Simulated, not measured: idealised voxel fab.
The process module that follows is named voxel gate over fins.
Xsec cut, 165 nm wide, square cell size 5 nm.
Notation: cross-section as square-cell grid; stated in bands, top first, going down; one or more cell rows per band.
Each band's line starts with the height of the band's top and of its bottom, in nm. Then come its materials from left to right, each with its width in nm. One material with "throughout" fills the band from edge to edge. "blank" is empty space.
Height is counted from the level 0, under which the received wafer is composed throughout of one material. The lowest of the bands is not closed at the bottom but continues downward, in the notation "z 0 and below".
The two numbers in a width such as "30->40" mark its ends across the band: the first belongs to the top row of cells, the second to the bottom row, and from each row to the next the width moves by the same amount.
When a step is marked "stayed the same", none of the cells in the cross-section changed during that step.
Any empty space of 8 cells or more lacking an open way to the top shows up in "Trapped voids" as width x height at distance, distance from the left edge, in nm.
It should be noted that, on the line of a given step, the content following the step's settings is a remark produced by the simulator itself with respect to that step.
For masked steps, "overlay nm" on the step line gives how far right of plan the mask actually lay; a minus sign means it lay to the left.
HERE'S WHAT THE PLANNED PROCESS STEPS LOOK LIKE
step 1: RECEIVE (material Si)
step 2: CONFORMAL_DEP (material SiN; thk nm 10)
step 3: MASKED_ETCH (tone cover; mask id FINS; width nm 15; pitch nm 35; etch materials SiN; depth nm 10; overlay nm 0)
step 4: MASKED_ETCH (tone cover; mask id FINS; width nm 15; pitch nm 35; etch materials Si; depth nm 30; overlay nm 0)
step 5: OXIDIZE (depth nm 5)
step 6: FILL_DEP (material SiO2; thk nm 5)
step 7: CMP (height nm 10)
step 8: SELECTIVE_ETCH (etch materials SiO2; depth nm 20)
step 9: STRIP (etch materials SiN)
step 10: CONFORMAL_DEP (material HfO2; thk nm 5)
step 11: CONFORMAL_DEP (material TiN; thk nm 5)
step 12: FILL_DEP (material W; thk nm 10)
step 13: CMP (height nm 15)
step 14: CONFORMAL_DEP (material SiN; thk nm 10)
CROSS-SECTION OF THE WAFER UPON ARRIVAL, REPRESENTING THE STATE REACHED AFTER STEP 1
> z 0 and below = Si throughout
> Trapped voids: none
FINAL CROSS-SECTION, MODULE RUN WITH ONE MISTAKE (START AND PLAN AS ABOVE)
> z 25 to 15 = SiN throughout
> z 15 to 10 = W throughout
> z 10 to 5 = W (35)  TiN (25)  W (10)  TiN (25)  W (10)  TiN (25)  W (35)
> z 5 to 0 = W (35)  TiN (5)  HfO2 (15)  TiN (5)  W (10)  TiN (5)  HfO2 (15)  TiN (5)  W (10)  TiN (5)  HfO2 (15)  TiN (5)  W (35)
> z 0 to -5 = TiN (40)  HfO2 (5)  Si (5)  HfO2 (5)  TiN (20)  HfO2 (5)  Si (5)  HfO2 (5)  TiN (20)  HfO2 (5)  Si (5)  HfO2 (5)  TiN (40)
> z -5 to -10 = HfO2 (45)  Si (5)  HfO2 (30)  Si (5)  HfO2 (30)  Si (5)  HfO2 (45)
> z -10 to -65 = SiO2 (45)  Si (5)  SiO2 (30)  Si (5)  SiO2 (30)  Si (5)  SiO2 (45)
> z -65 and below = Si throughout
> Trapped voids: none
So what did we get wrong on this run? step 4 of the plan was twice carried out
